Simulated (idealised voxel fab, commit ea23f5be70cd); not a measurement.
process module | voxel self aligned contacts
cross-section cut | 290 nm wide | cells 5 nm
A cross-section is a grid of square cells, given in bands from the top down. A band is one or more rows of cells.
Each band's line starts with the height of the band's top and of its bottom, in nm. Then come its materials from left to right, each with its width in nm. One material with "throughout" fills the band from edge to edge. "air" is empty space.
Height 0 is the level under which the wafer as received is all one material. The lowest band goes on downwards, as in "0 down".
A width such as "30 to 40" changes by the same amount from each row of cells to the next, from the band's top row to its bottom row.
"no change" after a step means that no cell of the cross-section changed.
closed voids: empty space of 8 cells or more with no open way to the top, each as width x height at its distance from the left edge, in nm
after a step's settings: what the simulator itself notes on the step
overlay nm, on a step with a mask: how far to the right of its planned place the mask lay; to the left if negative
plan
1 op RECEIVE | material Si
2 op OXIDIZE | depth nm 5
3 op DIRECTIONAL_DEP | material polySi | thk nm 25
4 op DIRECTIONAL_DEP | material SiN | thk nm 20
5 op DIRECTIONAL_DEP | material aC | thk nm 10
6 op PATTERN | tone cover | mask id GATE | material resist | width nm 25 | pitch nm 60 | thk nm 25 | overlay nm 0
7 op DIRECTIONAL_ETCH | etch materials aC | depth nm 10
8 op STRIP | etch materials resist
9 op DIRECTIONAL_ETCH | etch materials SiN | depth nm 20
10 op DIRECTIONAL_ETCH | etch materials polySi | depth nm 25
11 op STRIP | etch materials aC
12 op CONFORMAL_DEP | material SiN | thk nm 10
13 op DIRECTIONAL_ETCH | etch materials SiN | depth nm 10
14 op FILL_DEP | material SiO2 | thk nm 20
15 op CMP | height nm 55
16 op MASKED_ETCH | tone open | mask id CONTACT | width nm 45 | etch materials SiO2 | depth nm 60 | overlay nm 0
17 op CONFORMAL_DEP | material TiN | thk nm 5
18 op FILL_DEP | material Ru | thk nm 10
19 op CMP | height nm 55
20 op CONFORMAL_DEP | material SiN | thk nm 5
first wafer, as planned
as received, after step 1
  0 down: Si throughout
  closed voids: none
after step 2
  0 to -5: SiO2 throughout
  below -5: unchanged
after step 3
  25 to 0: polySi throughout
  below 0: unchanged
after step 4
  45 to 25: SiN throughout
  below 25: unchanged
after step 5
  55 to 45: aC throughout
  below 45: unchanged
after step 6
  80 to 55: air 100 | resist 25 | air 35 | resist 25 | air 105
  below 55: unchanged
after step 7
  70 to 55: air 100 | resist 25 | air 35 | resist 25 | air 105
  55 to 45: air 100 | aC 25 | air 35 | aC 25 | air 105
  below 45: unchanged
after step 8
  55 to 45: air 100 | aC 25 | air 35 | aC 25 | air 105
  below 45: unchanged
after step 9
  55 to 45: air 100 | aC 25 | air 35 | aC 25 | air 105
  45 to 25: air 100 | SiN 25 | air 35 | SiN 25 | air 105
  below 25: unchanged
after step 10
  55 to 45: air 100 | aC 25 | air 35 | aC 25 | air 105
  45 to 25: air 100 | SiN 25 | air 35 | SiN 25 | air 105
  25 to 0: air 100 | polySi 25 | air 35 | polySi 25 | air 105
  below 0: unchanged
after step 11
  45 to 25: air 100 | SiN 25 | air 35 | SiN 25 | air 105
  below 25: unchanged
after step 12
  55 to 25: air 90 | SiN 45 | air 15 | SiN 45 | air 95
  25 to 10: air 90 | SiN 10 | polySi 25 | SiN 10 | air 15 | SiN 10 | polySi 25 | SiN 10 | air 95
  10 to 0: SiN 100 | polySi 25 | SiN 35 | polySi 25 | SiN 105
  below 0: unchanged
after step 13
  45 to 25: air 90 | SiN 45 | air 15 | SiN 45 | air 95
  25 to 0: air 90 | SiN 10 | polySi 25 | SiN 10 | air 15 | SiN 10 | polySi 25 | SiN 10 | air 95
  below 0: unchanged
after step 14
  65 to 45: SiO2 throughout
  45 to 25: SiO2 90 | SiN 45 | SiO2 15 | SiN 45 | SiO2 95
  25 to 0: SiO2 90 | SiN 10 | polySi 25 | SiN 10 | SiO2 15 | SiN 10 | polySi 25 | SiN 10 | SiO2 95
  below 0: unchanged
after step 15
  55 to 45: SiO2 throughout
  below 45: unchanged
after step 16
  55 to 45: SiO2 120 | air 45 | SiO2 125
  45 to 25: SiO2 90 | SiN 45 | air 15 | SiN 45 | SiO2 95
  25 to 0: SiO2 90 | SiN 10 | polySi 25 | SiN 10 | air 15 | SiN 10 | polySi 25 | SiN 10 | SiO2 95
  0 to -5: SiO2 135 | air 15 | SiO2 140
  below -5: unchanged
after step 17
  60 to 55: TiN 125 | air 35 | TiN 130
  55 to 45: SiO2 120 | TiN 5 to 20 | air 35 to 5 | TiN 5 to 20 | SiO2 125
  45 to 25: SiO2 90 | SiN 45 | TiN 5 | air 5 | TiN 5 | SiN 45 | SiO2 95
  25 to 0: SiO2 90 | SiN 10 | polySi 25 | SiN 10 | TiN 5 | air 5 | TiN 5 | SiN 10 | polySi 25 | SiN 10 | SiO2 95
  0 to -5: SiO2 135 | TiN 15 | SiO2 140
  below -5: unchanged
after step 18
  70 to 60: Ru throughout
  60 to 55: TiN 125 | Ru 35 | TiN 130
  55 to 45: SiO2 120 | TiN 5 to 20 | Ru 35 to 5 | TiN 5 to 20 | SiO2 125
  45 to 25: SiO2 90 | SiN 45 | TiN 5 | Ru 5 | TiN 5 | SiN 45 | SiO2 95
  25 to 0: SiO2 90 | SiN 10 | polySi 25 | SiN 10 | TiN 5 | Ru 5 | TiN 5 | SiN 10 | polySi 25 | SiN 10 | SiO2 95
  below 0: unchanged
after step 19
  55 to 45: SiO2 120 | TiN 5 to 20 | Ru 35 to 5 | TiN 5 to 20 | SiO2 125
  below 45: unchanged
after step 20
  60 to 55: SiN throughout
  below 55: unchanged
second wafer: like start, like plan, one mistake. Through step 11 it matches the first wafer
when step 12 should have ended
  35 to 25: air 100 | SiN 25 | air 35 | SiN 25 | air 105
  below 25: unchanged
when step 13 should have ended
  45 to 25: air 90 | SiN 45 | air 15 | SiN 45 | air 95
  25 to 10: air 90 | SiN 10 | polySi 25 | SiN 10 | air 15 | SiN 10 | polySi 25 | SiN 10 | air 95
  10 to 0: SiN 100 | polySi 25 | SiN 35 | polySi 25 | SiN 105
  below 0: unchanged
when step 14 should have ended
  65 to 45: SiO2 throughout
  45 to 25: SiO2 90 | SiN 45 | SiO2 15 | SiN 45 | SiO2 95
  25 to 10: SiO2 90 | SiN 10 | polySi 25 | SiN 10 | SiO2 15 | SiN 10 | polySi 25 | SiN 10 | SiO2 95
  below 10: unchanged
when step 15 should have ended
  55 to 45: SiO2 throughout
  below 45: unchanged
when step 16 should have ended
  55 to 45: SiO2 120 | air 45 | SiO2 125
  45 to 25: SiO2 90 | SiN 45 | air 15 | SiN 45 | SiO2 95
  25 to 10: SiO2 90 | SiN 10 | polySi 25 | SiN 10 | air 15 | SiN 10 | polySi 25 | SiN 10 | SiO2 95
  below 10: unchanged
when step 17 should have ended
  60 to 55: TiN 125 | air 35 | TiN 130
  55 to 45: SiO2 120 | TiN 5 to 20 | air 35 to 5 | TiN 5 to 20 | SiO2 125
  45 to 25: SiO2 90 | SiN 45 | TiN 5 | air 5 | TiN 5 | SiN 45 | SiO2 95
  25 to 15: SiO2 90 | SiN 10 | polySi 25 | SiN 10 | TiN 5 | air 5 | TiN 5 | SiN 10 | polySi 25 | SiN 10 | SiO2 95
  15 to 10: SiO2 90 | SiN 10 | polySi 25 | SiN 10 | TiN 15 | SiN 10 | polySi 25 | SiN 10 | SiO2 95
  below 10: unchanged
when step 18 should have ended
  70 to 60: Ru throughout
  60 to 55: TiN 125 | Ru 35 | TiN 130
  55 to 45: SiO2 120 | TiN 5 to 20 | Ru 35 to 5 | TiN 5 to 20 | SiO2 125
  45 to 25: SiO2 90 | SiN 45 | TiN 5 | Ru 5 | TiN 5 | SiN 45 | SiO2 95
  25 to 15: SiO2 90 | SiN 10 | polySi 25 | SiN 10 | TiN 5 | Ru 5 | TiN 5 | SiN 10 | polySi 25 | SiN 10 | SiO2 95
  below 15: unchanged
when step 19 should have ended
  55 to 45: SiO2 120 | TiN 5 to 20 | Ru 35 to 5 | TiN 5 to 20 | SiO2 125
  below 45: unchanged
when step 20 should have ended
  60 to 55: SiN throughout
  below 55: unchanged
what went wrong: steps 12 and 13 were swapped
at the end the second wafer has, in cells: 3 fewer of Ru | 80 more of SiN | 71 fewer of SiO2 | 6 fewer of TiN
